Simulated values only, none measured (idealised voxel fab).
The process module presented herein is designated voxel gate over fins.
Section cut is 265 nm wide and gridded with 5 nm square cells.
Cross-section spec: square-cell grid; bands listed top down; each band is one or more rows. Basically the band line says how high the top is and how high the bottom is, in nm, and then what's in it from left to right, every material with its width in nm. Empty space shows up as "air", and if a single material carries "edge to edge" it runs the full band edge to edge. Ref level 0: as-received wafer is one material below here. Bottom band extends down with no lower bound ("z 0 and below"). The notation "30 to 40" denotes a width that varies across the rows of cells in the band, beginning at the first number in the top row, finishing at the second number in the bottom row, and changing by an identical amount from each row to the next. "remained unchanged" means the step left every cell of the cross-section as it was. "Entrapped void list" lists enclosed empty spaces (at least 8 cells, no open path upward to the top), each as width x height at distance from the left edge, in nm. Where a step's line continues beyond its settings, the continuation is a remark by the simulator itself on that step. Steps that use a mask can have "overlay nm" on their line. It says how far the mask sat to the right of where it was meant to be. Negative means to the left.

Listed below are the process steps as planned:
1. RECEIVE [material Si]
2. CONFORMAL_DEP [material SiN] [thk nm 5]
3. DIRECTIONAL_DEP [material aC] [thk nm 15]
4. PATTERN [tone cover] [mask id FINS] [material resist] [width nm 15] [pitch nm 40] [thk nm 35] [overlay nm 0]
5. DIRECTIONAL_ETCH [etch materials aC] [depth nm 15]
6. STRIP [etch materials resist]
7. DIRECTIONAL_ETCH [etch materials SiN] [depth nm 5]
8. DIRECTIONAL_ETCH [etch materials Si] [depth nm 40]
9. STRIP [etch materials aC]
10. FILL_DEP [material SiO2] [thk nm 10]
11. CMP [height nm 5]
12. SELECTIVE_ETCH [etch materials SiO2] [depth nm 15]
13. STRIP [etch materials SiN]
14. CONFORMAL_DEP [material HfO2] [thk nm 5]
15. CONFORMAL_DEP [material TiN] [thk nm 5]
16. FILL_DEP [material W] [thk nm 15]
17. CMP [height nm 20]
18. CONFORMAL_DEP [material SiCN] [thk nm 5]

Incoming wafer, cross-sectional view, post step 1:
* z 0 and below | Si edge to edge
* Entrapped void list: none

The plan above was carried out on the starting structure above with one mistake, and this cross-section shows the wafer at the end of the module:
* z 25 to 20 | SiCN edge to edge
* z 20 to 10 | W edge to edge
* z 10 to 5 | W=95 / HfO2=35 / W=5 / HfO2=35 / W=95
* z 5 to 0 | W=95 / HfO2=5 / TiN=25 / HfO2=5 / W=5 / HfO2=5 / TiN=25 / HfO2=5 / W=95
* z 0 to -5 | HfO2=100 / TiN=5 / Si=15 / TiN=5 / HfO2=15 / TiN=5 / Si=15 / TiN=5 / HfO2=100
* z -5 to -10 | TiN=105 / Si=15 / TiN=25 / Si=15 / TiN=105
* z -10 to -40 | SiO2=105 / Si=15 / SiO2=25 / Si=15 / SiO2=105
* z -40 and below | Si edge to edge
* Entrapped void list: none
What went wrong in running the wafer? swap of plan steps 14 and 15 during execution
